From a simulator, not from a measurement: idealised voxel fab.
process module | voxel double patterning
cross-section cut | 140 nm wide | cells 5 nm
A cross-section is a grid of square cells, given in bands from the top down. A band is one or more rows of cells.
Each band's line starts with the height of the band's top and of its bottom, in nm. Then come its materials from left to right, each with its width in nm. One material with "throughout" fills the band from edge to edge. "air" is empty space.
Height 0 is the level under which the wafer as received is all one material. The lowest band goes on downwards, as in "0 down".
A width such as "30 to 40" changes by the same amount from each row of cells to the next, from the band's top row to its bottom row.
"no change" after a step means that no cell of the cross-section changed.
closed voids: empty space of 8 cells or more with no open way to the top, each as width x height at its distance from the left edge, in nm
after a step's settings: what the simulator itself notes on the step
overlay nm, on a step with a mask: how far to the right of its planned place the mask lay; to the left if negative
plan
1 op RECEIVE | material Si
2 op CONFORMAL_DEP | material SiO2 | thk nm 5
3 op DIRECTIONAL_DEP | material W | thk nm 15
4 op DIRECTIONAL_DEP | material SiN | thk nm 5
5 op MASKED_ETCH | tone open | mask id FIRST | width nm 15 | pitch nm 50 | etch materials SiN | depth nm 5 | overlay nm 0
6 op MASKED_ETCH | tone open | mask id SECOND | width nm 15 | etch materials SiN | depth nm 5 | overlay nm -15
7 op DIRECTIONAL_ETCH | etch materials W | depth nm 15
8 op STRIP | etch materials SiN
varied across the wafers: overlay nm of step 6. The plan shows the first wafer's value. All wafers start alike
first wafer as received, after step 1
  0 down: Si throughout
  closed voids: none
first wafer at the end, after step 8
  20 to 5: W 35 | air 25 | W 25 | air 15 | W 40
  5 to 0: SiO2 throughout
  0 down: Si throughout
  closed voids: none
last wafer at the end
  20 to 5: W 35 | air 15 | W 25 | air 25 | W 40
  5 to 0: SiO2 throughout
  0 down: Si throughout
  closed voids: none
each wafer at the end: cells of each material gained (+) or lost (-) since it was received, then its closed voids
overlay nm -15 | +28 SiO2 | +60 W | closed voids: none
overlay nm -10 | +28 SiO2 | +57 W | closed voids: none
overlay nm -5 | +28 SiO2 | +57 W | closed voids: none
overlay nm 0 | +28 SiO2 | +57 W | closed voids: none
overlay nm 5 | +28 SiO2 | +57 W | closed voids: none
overlay nm 10 | +28 SiO2 | +57 W | closed voids: none
overlay nm 15 | +28 SiO2 | +60 W | closed voids: none
